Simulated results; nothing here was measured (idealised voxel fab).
The document below concerns the process module designated voxel ribs on slabs.
Square cells of 5 nm make up the cross-section cut, whose width is 255 nm.
Think of the cross-section as a grid of square cells. We describe it in bands, top to bottom, and each band covers one or more rows of those cells. Quick guide to a band line: top height, bottom height (nm) up front; then every material left to right with its width in nm. Only one material and it's marked "throughout"? Then it fills the band edge to edge. And "air" just means empty space. Basically, 0 is our baseline, since under it the wafer straight out of the box is all one material. The bottom band has no lower end and keeps on going down, so it looks like "0 -> down". The two numbers in a width such as "30->40" mark its ends across the band: the first belongs to the top row of cells, the second to the bottom row, and from each row to the next the width moves by the same amount. Step note "nothing changed" = no cross-section cell changed. "Fully enclosed voids" enumerates empty spaces isolated from the top, with no open way to it, that contain at least 8 cells, giving each as width x height at distance from the left edge, all three in nm. If you see something after the settings on a step's line, that's the simulator's own remark about that step. "overlay nm" on a masked step: distance the mask lay right of its planned place, negative for left.
The planned process steps are enumerated hereunder:
1: op RECEIVE | material Si
2: op DIRECTIONAL_DEP | material SiO2 | thk nm 30
3: op DIRECTIONAL_DEP | material polySi | thk nm 25
4: op MASKED_ETCH | tone cover | mask id RIB | width nm 15 | etch materials polySi | depth nm 5 | overlay nm 0
5: op MASKED_ETCH | tone cover | mask id SLAB | width nm 75 | etch materials polySi | depth nm 20 | overlay nm 0
6: op FILL_DEP | material SiO2 | thk nm 20
7: op CMP | height nm 65
8: op DIRECTIONAL_DEP | material TiN | thk nm 5
9: op DIRECTIONAL_DEP | material aC | thk nm 15
10: op PATTERN | tone cover | mask id HEATER | material resist | width nm 25 | thk nm 30 | overlay nm 0
11: op DIRECTIONAL_ETCH | etch materials aC | depth nm 15
12: op STRIP | etch materials resist
13: op DIRECTIONAL_ETCH | etch materials TiN | depth nm 5
14: op STRIP | etch materials aC
15: op CONFORMAL_DEP | material SiO2 | thk nm 10
Below: the first of two wafers, run as planned:
Cross-section of the incoming wafer, state after step 1:
> 0 -> down  Si throughout
> Fully enclosed voids: none
After step 2, in cross-section:
> 30 -> 0  SiO2 throughout
> Rest of section, below 0: as before.
After step 3, in cross-section:
> 55 -> 30  polySi throughout
> Rest of section, below 30: as before.
After step 4, in cross-section:
> 55 -> 50  air=120  polySi=15  air=120
> Rest of section, below 50: as before.
After step 5, in cross-section:
> 55 -> 50  air=120  polySi=15  air=120
> 50 -> 30  air=90  polySi=75  air=90
> Rest of section, below 30: as before.
After step 6, in cross-section:
> 75 -> 55  SiO2 throughout
> 55 -> 50  SiO2=120  polySi=15  SiO2=120
> 50 -> 30  SiO2=90  polySi=75  SiO2=90
> Rest of section, below 30: as before.
After step 7, in cross-section:
> 65 -> 55  SiO2 throughout
> Rest of section, below 55: as before.
After step 8, in cross-section:
> 70 -> 65  TiN throughout
> Rest of section, below 65: as before.
After step 9, in cross-section:
> 85 -> 70  aC throughout
> Rest of section, below 70: as before.
After step 10, in cross-section:
> 115 -> 85  air=115  resist=25  air=115
> Rest of section, below 85: as before.
After step 11, in cross-section:
> 100 -> 85  air=115  resist=25  air=115
> 85 -> 70  air=115  aC=25  air=115
> Rest of section, below 70: as before.
After step 12, in cross-section:
> 85 -> 70  air=115  aC=25  air=115
> Rest of section, below 70: as before.
After step 13, in cross-section:
> 85 -> 70  air=115  aC=25  air=115
> 70 -> 65  air=115  TiN=25  air=115
> Rest of section, below 65: as before.
After step 14, in cross-section:
> 70 -> 65  air=115  TiN=25  air=115
> Rest of section, below 65: as before.
After step 15, in cross-section:
> 80 -> 75  air=105  SiO2=45  air=105
> 75 -> 70  SiO2 throughout
> 70 -> 65  SiO2=115  TiN=25  SiO2=115
> Rest of section, below 65: as before.
Wafer two of two - same starting point, same process plan, one mistake in execution; matches wafer one up to and including step 1:
Second wafer at the planned finish of step 2, seen in cross-section:
> 60 -> 0  SiO2 throughout
> Rest of section, below 0: as before.
Second wafer at the planned finish of step 3, seen in cross-section:
> 85 -> 60  polySi throughout
> Rest of section, below 60: as before.
Second wafer at the planned finish of step 4, seen in cross-section:
> 85 -> 80  air=120  polySi=15  air=120
> Rest of section, below 80: as before.
Second wafer at the planned finish of step 5, seen in cross-section:
> 85 -> 80  air=120  polySi=15  air=120
> 80 -> 60  air=90  polySi=75  air=90
> Rest of section, below 60: as before.
Second wafer at the planned finish of step 6, seen in cross-section:
> 105 -> 85  SiO2 throughout
> 85 -> 80  SiO2=120  polySi=15  SiO2=120
> 80 -> 60  SiO2=90  polySi=75  SiO2=90
> Rest of section, below 60: as before.
Second wafer at the planned finish of step 7, seen in cross-section:
> 65 -> 60  SiO2=90  polySi=75  SiO2=90
> Rest of section, below 60: as before.
Second wafer at the planned finish of step 8, seen in cross-section:
> 70 -> 65  TiN throughout
> Rest of section, below 65: as before.
Second wafer at the planned finish of step 9, seen in cross-section:
> 85 -> 70  aC throughout
> Rest of section, below 70: as before.
Second wafer at the planned finish of step 10, seen in cross-section:
> 115 -> 85  air=115  resist=25  air=115
> Rest of section, below 85: as before.
Second wafer at the planned finish of step 11, seen in cross-section:
> 100 -> 85  air=115  resist=25  air=115
> 85 -> 70  air=115  aC=25  air=115
> Rest of section, below 70: as before.
Second wafer at the planned finish of step 12, seen in cross-section:
> 85 -> 70  air=115  aC=25  air=115
> Rest of section, below 70: as before.
Second wafer at the planned finish of step 13, seen in cross-section:
> 85 -> 70  air=115  aC=25  air=115
> 70 -> 65  air=115  TiN=25  air=115
> Rest of section, below 65: as before.
Second wafer at the planned finish of step 14, seen in cross-section:
> 70 -> 65  air=115  TiN=25  air=115
> Rest of section, below 65: as before.
Second wafer at the planned finish of step 15, seen in cross-section:
> 80 -> 75  air=105  SiO2=45  air=105
> 75 -> 70  SiO2 throughout
> 70 -> 65  SiO2=115  TiN=25  SiO2=115
> Rest of section, below 65: as before.
Processing error: step 2 was run twice
Looking at both finished wafers in cells, the second ends up ahead of or behind the first on some materials: 48 more of SiO2 | 48 fewer of polySi
